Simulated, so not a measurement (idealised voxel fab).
Module name: voxel wiring stack (process module)
The width of the displayed cross-section, cut, is 170 nm; its cells are square, with a size of 5 nm.
If you're reading a cross-section in this doc, picture square cells in a grid; it comes to you as bands, top ones listed first down to the bottom, and a band can be one or more rows of cells.
First you get the band's top height and its bottom height, in nm, and then the materials it's made of, left to right, with each width in nm. If you see a single material with "throughout", that one covers the band edge to edge. "air" is empty space.
Height datum 0, below which the as-received substrate wafer is one material. Lowest band open at the bottom, running downward: "0 nm and below".
So if you see something like "30..40" for the width, read it as the top row of the band sitting at the first number and the bottom row at the second, with every row in between moving by the same amount as the last.
"identical to before" after a step means that no cell of the cross-section changed.
Entry "Completely sealed voids". Content: empty spaces with no open connection to the top, size 8 cells or greater. Each: width x height at distance. Distance: from left edge. Unit: nm.
On each step's line, the part that comes after the settings is the simulator's own comment on the step.
When a step includes a mask, the "overlay nm" setting on its line states how far to the right of its planned place that mask lay, and negative values state how far to the left.

[Process steps (planned)]
- 1: RECEIVE with material Si
- 2: CONFORMAL_DEP with material SiO2, thk nm 15
- 3: CONFORMAL_DEP with material SiCN, thk nm 5
- 4: DIRECTIONAL_DEP with material lowk, thk nm 25
- 5: MASKED_ETCH with tone open, mask id METAL_1, width nm 25, pitch nm 55, etch materials lowk, depth nm 25, overlay nm 0
- 6: MASKED_ETCH with tone open, mask id METAL_1, width nm 25, pitch nm 55, etch materials SiCN, depth nm 5, overlay nm 0
- 7: CONFORMAL_DEP with material TiN, thk nm 5
- 8: FILL_DEP with material Ru, thk nm 10
- 9: CMP with height nm 45
- 10: CONFORMAL_DEP with material SiCN, thk nm 5
- 11: DIRECTIONAL_DEP with material SiO2, thk nm 35
- 12: PATTERN with tone open, mask id METAL_2_HOLES, material resist, width nm 15, pitch nm 55, thk nm 15, overlay nm 0
- 13: DIRECTIONAL_ETCH with etch materials SiO2, depth nm 35
- 14: STRIP with etch materials resist
- 15: DIRECTIONAL_DEP with material aC, thk nm 10
- 16: PATTERN with tone open, mask id METAL_2, material resist, width nm 25, pitch nm 55, thk nm 30, overlay nm 0
- 17: DIRECTIONAL_ETCH with etch materials aC, depth nm 10
- 18: STRIP with etch materials resist
- 19: DIRECTIONAL_ETCH with etch materials SiO2, depth nm 20
- 20: DIRECTIONAL_ETCH with etch materials SiCN, depth nm 5
- 21: STRIP with etch materials aC
- 22: CONFORMAL_DEP with material TiN, thk nm 5
- 23: FILL_DEP with material Cu, thk nm 5
- 24: CMP with height nm 85
- 25: CONFORMAL_DEP with material SiCN, thk nm 5

[Cross-section of the wafer as it came to us, i.e., already through step 1]
- 0 nm and below | Si throughout
- Completely sealed voids: none

[Final cross-section, module run with one mistake (start and plan as above)]
- 90 nm to 85 nm | SiCN throughout
- 85 nm to 70 nm | SiO2 (15) / TiN (5) / Cu (15) / TiN (5) / SiO2 (30) / TiN (5) / Cu (15) / TiN (5) / SiO2 (30) / TiN (5) / Cu (15) / TiN (5) / SiO2 (20)
- 70 nm to 65 nm | SiO2 (15) / TiN (15) / Cu (5) / TiN (5) / SiO2 (30) / TiN (15) / Cu (5) / TiN (5) / SiO2 (30) / TiN (15) / Cu (5) / TiN (5) / SiO2 (20)
- 65 nm to 50 nm | SiO2 (25) / TiN (5) / Cu (5) / TiN (5) / SiO2 (40) / TiN (5) / Cu (5) / TiN (5) / SiO2 (40) / TiN (5) / Cu (5) / TiN (5) / SiO2 (20)
- 50 nm to 45 nm | SiCN (25) / TiN (15) / SiCN (40) / TiN (15) / SiCN (40) / TiN (15) / SiCN (20)
- 45 nm to 20 nm | lowk (15) / TiN (5) / Ru (15) / TiN (5) / lowk (30) / TiN (5) / Ru (15) / TiN (5) / lowk (30) / TiN (5) / Ru (15) / TiN (5) / lowk (20)
- 20 nm to 15 nm | SiCN (15) / TiN (25) / SiCN (30) / TiN (25) / SiCN (30) / TiN (25) / SiCN (20)
- 15 nm to 0 nm | SiO2 throughout
- 0 nm and below | Si throughout
- Completely sealed voids: none
Diagnosis: planned and actual differ for step 12; actual: PATTERN with tone open, mask id METAL_2_HOLES, material resist, width nm 15, pitch nm 55, thk nm 15, overlay nm 10
